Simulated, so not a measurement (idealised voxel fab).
Process module in this document: voxel gate over fins
In the cross-section labelled cut, the width is 235 nm and each square cell is 5 nm.
We lay out every cross-section as a grid of square cells and spell it out in bands from the top down, where one band means one or more rows of cells. What a band's entry tells you: where the top is and where the bottom is, as heights in nm, and after that what lies inside, material by material from left to right, each with its width in nm. Empty space is written as the word "air", and a single material marked with the word "full width" occupies the band from edge to edge. Convention: height 0 is the level below which the wafer, as received, is all one material. The lowest band does not terminate at the bottom but continues downward, represented as "0 nm and below". The width entry "30->40" should be interpreted row by row: the top row of cells in the band takes the first number, the bottom row takes the second number, and the change between adjacent rows is uniform throughout. It should be understood that the words "remained the same", when stated for a given step, signify that the cross-section underwent no change in any of its cells during that step. Listed in "Enclosed empty spaces": every empty space of 8 or more cells without an open way to the top. Form: width x height at distance, the distance being from the left edge, all in nm. Anything after a step's settings on that line? It's the simulator's own note about the step. Regarding "overlay nm": on a step with a mask, it is the distance the mask lay to the right of its planned place; a negative value places it to the left.
[Here's what the planned process steps look like]
1,RECEIVE [material Si]
2,CONFORMAL_DEP [material SiN] [thk nm 5]
3,PATTERN [tone cover] [mask id FINS] [material resist] [width nm 15] [pitch nm 50] [thk nm 20] [overlay nm 0]
4,DIRECTIONAL_ETCH [etch materials SiN] [depth nm 5]
5,DIRECTIONAL_ETCH [etch materials Si] [depth nm 30]
6,STRIP [etch materials resist]
7,FILL_DEP [material SiO2] [thk nm 5]
8,CMP [height nm 5]
9,PATTERN [tone open] [mask id RAIL] [material resist] [width nm 15] [thk nm 20] [overlay nm 0]
10,DIRECTIONAL_ETCH [etch materials SiO2] [depth nm 30]
11,STRIP [etch materials resist]
12,CONFORMAL_DEP [material TiN] [thk nm 5]
13,FILL_DEP [material Ru] [thk nm 5]
14,CMP [height nm 5]
15,SELECTIVE_ETCH [etch materials W Ru TiN] [depth nm 20]
16,FILL_DEP [material SiO2] [thk nm 5]
17,CMP [height nm 5]
18,SELECTIVE_ETCH [etch materials SiO2] [depth nm 15]
19,STRIP [etch materials SiN]
20,CONFORMAL_DEP [material HfO2] [thk nm 5]
21,CONFORMAL_DEP [material TiN] [thk nm 5]
22,CONFORMAL_DEP [material TiAl] [thk nm 5]
23,CONFORMAL_DEP [material TiN] [thk nm 5]
24,FILL_DEP [material W] [thk nm 15]
25,CMP [height nm 30]
26,CONFORMAL_DEP [material SiN] [thk nm 10]
[What follows covers the first of two wafers; it ran as planned]
[Cross-section of the wafer upon arrival, representing the state reached after step 1]
    0 nm and below | Si full width
    Enclosed empty spaces: none
[Once step 2 is through, the wafer looks like this in cross-section]
    5 nm to 0 nm | SiN full width
    Below 0 it's all the same as before, nothing changed down there.
[Once step 3 is through, the wafer looks like this in cross-section]
    25 nm to 5 nm | 85 air  15 resist  35 air  15 resist  85 air
    Below 5 it's all the same as before, nothing changed down there.
[Once step 4 is through, the wafer looks like this in cross-section]
    25 nm to 5 nm | 85 air  15 resist  35 air  15 resist  85 air
    5 nm to 0 nm | 85 air  15 SiN  35 air  15 SiN  85 air
    Below 0 it's all the same as before, nothing changed down there.
[Once step 5 is through, the wafer looks like this in cross-section]
    25 nm to 5 nm | 85 air  15 resist  35 air  15 resist  85 air
    5 nm to 0 nm | 85 air  15 SiN  35 air  15 SiN  85 air
    0 nm to -30 nm | 85 air  15 Si  35 air  15 Si  85 air
    Below -30 it's all the same as before, nothing changed down there.
[Once step 6 is through, the wafer looks like this in cross-section]
    5 nm to 0 nm | 85 air  15 SiN  35 air  15 SiN  85 air
    Below 0 it's all the same as before, nothing changed down there.
[Once step 7 is through, the wafer looks like this in cross-section]
    10 nm to 5 nm | SiO2 full width
    5 nm to 0 nm | 85 SiO2  15 SiN  35 SiO2  15 SiN  85 SiO2
    0 nm to -30 nm | 85 SiO2  15 Si  35 SiO2  15 Si  85 SiO2
    Below -30 it's all the same as before, nothing changed down there.
[Once step 8 is through, the wafer looks like this in cross-section]
    5 nm to 0 nm | 85 SiO2  15 SiN  35 SiO2  15 SiN  85 SiO2
    Below 0 it's all the same as before, nothing changed down there.
[Once step 9 is through, the wafer looks like this in cross-section]
    25 nm to 5 nm | 110 resist  15 air  110 resist
    Below 5 it's all the same as before, nothing changed down there.
[Once step 10 is through, the wafer looks like this in cross-section]
    25 nm to 5 nm | 110 resist  15 air  110 resist
    5 nm to 0 nm | 85 SiO2  15 SiN  10 SiO2  15 air  10 SiO2  15 SiN  85 SiO2
    0 nm to -25 nm | 85 SiO2  15 Si  10 SiO2  15 air  10 SiO2  15 Si  85 SiO2
    Below -25 it's all the same as before, nothing changed down there.
[Once step 11 is through, the wafer looks like this in cross-section]
    5 nm to 0 nm | 85 SiO2  15 SiN  10 SiO2  15 air  10 SiO2  15 SiN  85 SiO2
    Below 0 it's all the same as before, nothing changed down there.
[Once step 12 is through, the wafer looks like this in cross-section]
    10 nm to 5 nm | 115 TiN  5 air  115 TiN
    5 nm to 0 nm | 85 SiO2  15 SiN  10 SiO2  5 TiN  5 air  5 TiN  10 SiO2  15 SiN  85 SiO2
    0 nm to -20 nm | 85 SiO2  15 Si  10 SiO2  5 TiN  5 air  5 TiN  10 SiO2  15 Si  85 SiO2
    -20 nm to -25 nm | 85 SiO2  15 Si  10 SiO2  15 TiN  10 SiO2  15 Si  85 SiO2
    Below -25 it's all the same as before, nothing changed down there.
[Once step 13 is through, the wafer looks like this in cross-section]
    15 nm to 10 nm | Ru full width
    10 nm to 5 nm | 115 TiN  5 Ru  115 TiN
    5 nm to 0 nm | 85 SiO2  15 SiN  10 SiO2  5 TiN  5 Ru  5 TiN  10 SiO2  15 SiN  85 SiO2
    0 nm to -20 nm | 85 SiO2  15 Si  10 SiO2  5 TiN  5 Ru  5 TiN  10 SiO2  15 Si  85 SiO2
    Below -20 it's all the same as before, nothing changed down there.
[Once step 14 is through, the wafer looks like this in cross-section]
    5 nm to 0 nm | 85 SiO2  15 SiN  10 SiO2  5 TiN  5 Ru  5 TiN  10 SiO2  15 SiN  85 SiO2
    Below 0 it's all the same as before, nothing changed down there.
[Once step 15 is through, the wafer looks like this in cross-section]
    5 nm to 0 nm | 85 SiO2  15 SiN  10 SiO2  15 air  10 SiO2  15 SiN  85 SiO2
    0 nm to -15 nm | 85 SiO2  15 Si  10 SiO2  15 air  10 SiO2  15 Si  85 SiO2
    Below -15 it's all the same as before, nothing changed down there.
[Once step 16 is through, the wafer looks like this in cross-section]
    10 nm to 5 nm | SiO2 full width
    5 nm to 0 nm | 85 SiO2  15 SiN  35 SiO2  15 SiN  85 SiO2
    0 nm to -15 nm | 85 SiO2  15 Si  35 SiO2  15 Si  85 SiO2
    Below -15 it's all the same as before, nothing changed down there.
[Once step 17 is through, the wafer looks like this in cross-section]
    5 nm to 0 nm | 85 SiO2  15 SiN  35 SiO2  15 SiN  85 SiO2
    Below 0 it's all the same as before, nothing changed down there.
[Once step 18 is through, the wafer looks like this in cross-section]
    5 nm to 0 nm | 85 air  15 SiN  35 air  15 SiN  85 air
    0 nm to -10 nm | 85 air  15 Si  35 air  15 Si  85 air
    Below -10 it's all the same as before, nothing changed down there.
[Once step 19 is through, the wafer looks like this in cross-section]
    0 nm to -10 nm | 85 air  15 Si  35 air  15 Si  85 air
    Below -10 it's all the same as before, nothing changed down there.
[Once step 20 is through, the wafer looks like this in cross-section]
    5 nm to 0 nm | 80 air  25 HfO2  25 air  25 HfO2  80 air
    0 nm to -5 nm | 80 air  5 HfO2  15 Si  5 HfO2  25 air  5 HfO2  15 Si  5 HfO2  80 air
    -5 nm to -10 nm | 85 HfO2  15 Si  35 HfO2  15 Si  85 HfO2
    Below -10 it's all the same as before, nothing changed down there.
[Once step 21 is through, the wafer looks like this in cross-section]
    10 nm to 5 nm | 75 air  35 TiN  15 air  35 TiN  75 air
    5 nm to 0 nm | 75 air  5 TiN  25 HfO2  5 TiN  15 air  5 TiN  25 HfO2  5 TiN  75 air
    0 nm to -5 nm | 80 TiN  5 HfO2  15 Si  5 HfO2  25 TiN  5 HfO2  15 Si  5 HfO2  80 TiN
    Below -5 it's all the same as before, nothing changed down there.
[Once step 22 is through, the wafer looks like this in cross-section]
    15 nm to 10 nm | 70 air  45 TiAl  5 air  45 TiAl  70 air
    10 nm to 5 nm | 70 air  5 TiAl  35 TiN  5 TiAl  5 air  5 TiAl  35 TiN  5 TiAl  70 air
    5 nm to 0 nm | 75 TiAl  5 TiN  25 HfO2  5 TiN  15 TiAl  5 TiN  25 HfO2  5 TiN  75 TiAl
    Below 0 it's all the same as before, nothing changed down there.
[Once step 23 is through, the wafer looks like this in cross-section]
    20 nm to 15 nm | 65 air  105 TiN  65 air
    15 nm to 10 nm | 65 air  5 TiN  45 TiAl  5 TiN  45 TiAl  5 TiN  65 air
    10 nm to 5 nm | 70 TiN  5 TiAl  35 TiN  5 TiAl  5 TiN  5 TiAl  35 TiN  5 TiAl  70 TiN
    Below 5 it's all the same as before, nothing changed down there.
[Once step 24 is through, the wafer looks like this in cross-section]
    35 nm to 20 nm | W full width
    20 nm to 15 nm | 65 W  105 TiN  65 W
    15 nm to 10 nm | 65 W  5 TiN  45 TiAl  5 TiN  45 TiAl  5 TiN  65 W
    Below 10 it's all the same as before, nothing changed down there.
[Once step 25 is through, the wafer looks like this in cross-section]
    30 nm to 20 nm | W full width
    Below 20 it's all the same as before, nothing changed down there.
[Once step 26 is through, the wafer looks like this in cross-section]
    40 nm to 30 nm | SiN full width
    Below 30 it's all the same as before, nothing changed down there.
[Second wafer - shared start and plan with the first - one error in running - same as the first up to step 8 inclusive]
[What the second wafer looks like in cross-section when step 9 should have wrapped up]
    25 nm to 5 nm | 110 resist  20 air  105 resist
    Below 5 it's all the same as before, nothing changed down there.
[What the second wafer looks like in cross-section when step 10 should have wrapped up]
    25 nm to 5 nm | 110 resist  20 air  105 resist
    5 nm to 0 nm | 85 SiO2  15 SiN  10 SiO2  20 air  5 SiO2  15 SiN  85 SiO2
    0 nm to -25 nm | 85 SiO2  15 Si  10 SiO2  20 air  5 SiO2  15 Si  85 SiO2
    Below -25 it's all the same as before, nothing changed down there.
[What the second wafer looks like in cross-section when step 11 should have wrapped up]
    5 nm to 0 nm | 85 SiO2  15 SiN  10 SiO2  20 air  5 SiO2  15 SiN  85 SiO2
    Below 0 it's all the same as before, nothing changed down there.
[What the second wafer looks like in cross-section when step 12 should have wrapped up]
    10 nm to 5 nm | 115 TiN  10 air  110 TiN
    5 nm to 0 nm | 85 SiO2  15 SiN  10 SiO2  5 TiN  10 air  5 TiN  5 SiO2  15 SiN  85 SiO2
    0 nm to -20 nm | 85 SiO2  15 Si  10 SiO2  5 TiN  10 air  5 TiN  5 SiO2  15 Si  85 SiO2
    -20 nm to -25 nm | 85 SiO2  15 Si  10 SiO2  20 TiN  5 SiO2  15 Si  85 SiO2
    Below -25 it's all the same as before, nothing changed down there.
[What the second wafer looks like in cross-section when step 13 should have wrapped up]
    15 nm to 10 nm | Ru full width
    10 nm to 5 nm | 115 TiN  10 Ru  110 TiN
    5 nm to 0 nm | 85 SiO2  15 SiN  10 SiO2  5 TiN  10 Ru  5 TiN  5 SiO2  15 SiN  85 SiO2
    0 nm to -20 nm | 85 SiO2  15 Si  10 SiO2  5 TiN  10 Ru  5 TiN  5 SiO2  15 Si  85 SiO2
    Below -20 it's all the same as before, nothing changed down there.
[What the second wafer looks like in cross-section when step 14 should have wrapped up]
    5 nm to 0 nm | 85 SiO2  15 SiN  10 SiO2  5 TiN  10 Ru  5 TiN  5 SiO2  15 SiN  85 SiO2
    Below 0 it's all the same as before, nothing changed down there.
[What the second wafer looks like in cross-section when step 15 should have wrapped up]
    5 nm to 0 nm | 85 SiO2  15 SiN  10 SiO2  20 air  5 SiO2  15 SiN  85 SiO2
    0 nm to -15 nm | 85 SiO2  15 Si  10 SiO2  20 air  5 SiO2  15 Si  85 SiO2
    Below -15 it's all the same as before, nothing changed down there.
[What the second wafer looks like in cross-section when step 16 should have wrapped up]
    10 nm to 5 nm | SiO2 full width
    5 nm to 0 nm | 85 SiO2  15 SiN  35 SiO2  15 SiN  85 SiO2
    0 nm to -15 nm | 85 SiO2  15 Si  35 SiO2  15 Si  85 SiO2
    Below -15 it's all the same as before, nothing changed down there.
[What the second wafer looks like in cross-section when step 17 should have wrapped up]
    5 nm to 0 nm | 85 SiO2  15 SiN  35 SiO2  15 SiN  85 SiO2
    Below 0 it's all the same as before, nothing changed down there.
[What the second wafer looks like in cross-section when step 18 should have wrapped up]
    5 nm to 0 nm | 85 air  15 SiN  35 air  15 SiN  85 air
    0 nm to -10 nm | 85 air  15 Si  35 air  15 Si  85 air
    Below -10 it's all the same as before, nothing changed down there.
[What the second wafer looks like in cross-section when step 19 should have wrapped up]
    0 nm to -10 nm | 85 air  15 Si  35 air  15 Si  85 air
    Below -10 it's all the same as before, nothing changed down there.
[What the second wafer looks like in cross-section when step 20 should have wrapped up]
    5 nm to 0 nm | 80 air  25 HfO2  25 air  25 HfO2  80 air
    0 nm to -5 nm | 80 air  5 HfO2  15 Si  5 HfO2  25 air  5 HfO2  15 Si  5 HfO2  80 air
    -5 nm to -10 nm | 85 HfO2  15 Si  35 HfO2  15 Si  85 HfO2
    Below -10 it's all the same as before, nothing changed down there.
[What the second wafer looks like in cross-section when step 21 should have wrapped up]
    10 nm to 5 nm | 75 air  35 TiN  15 air  35 TiN  75 air
    5 nm to 0 nm | 75 air  5 TiN  25 HfO2  5 TiN  15 air  5 TiN  25 HfO2  5 TiN  75 air
    0 nm to -5 nm | 80 TiN  5 HfO2  15 Si  5 HfO2  25 TiN  5 HfO2  15 Si  5 HfO2  80 TiN
    Below -5 it's all the same as before, nothing changed down there.
[What the second wafer looks like in cross-section when step 22 should have wrapped up]
    15 nm to 10 nm | 70 air  45 TiAl  5 air  45 TiAl  70 air
    10 nm to 5 nm | 70 air  5 TiAl  35 TiN  5 TiAl  5 air  5 TiAl  35 TiN  5 TiAl  70 air
    5 nm to 0 nm | 75 TiAl  5 TiN  25 HfO2  5 TiN  15 TiAl  5 TiN  25 HfO2  5 TiN  75 TiAl
    Below 0 it's all the same as before, nothing changed down there.
[What the second wafer looks like in cross-section when step 23 should have wrapped up]
    20 nm to 15 nm | 65 air  105 TiN  65 air
    15 nm to 10 nm | 65 air  5 TiN  45 TiAl  5 TiN  45 TiAl  5 TiN  65 air
    10 nm to 5 nm | 70 TiN  5 TiAl  35 TiN  5 TiAl  5 TiN  5 TiAl  35 TiN  5 TiAl  70 TiN
    Below 5 it's all the same as before, nothing changed down there.
[What the second wafer looks like in cross-section when step 24 should have wrapped up]
    35 nm to 20 nm | W full width
    20 nm to 15 nm | 65 W  105 TiN  65 W
    15 nm to 10 nm | 65 W  5 TiN  45 TiAl  5 TiN  45 TiAl  5 TiN  65 W
    Below 10 it's all the same as before, nothing changed down there.
[What the second wafer looks like in cross-section when step 25 should have wrapped up]
    30 nm to 20 nm | W full width
    Below 20 it's all the same as before, nothing changed down there.
[What the second wafer looks like in cross-section when step 26 should have wrapped up]
    40 nm to 30 nm | SiN full width
    Below 30 it's all the same as before, nothing changed down there.
Nonconformance to the process plan: note that step 9 departed from the planned setting and was carried out as PATTERN [tone open] [mask id RAIL] [material resist] [width nm 20] [thk nm 20] [overlay nm 0]
Wrapping up, a cell-based count of both wafers puts the second over or under the first for these materials: Ru +1, SiO2 -2, TiN +1
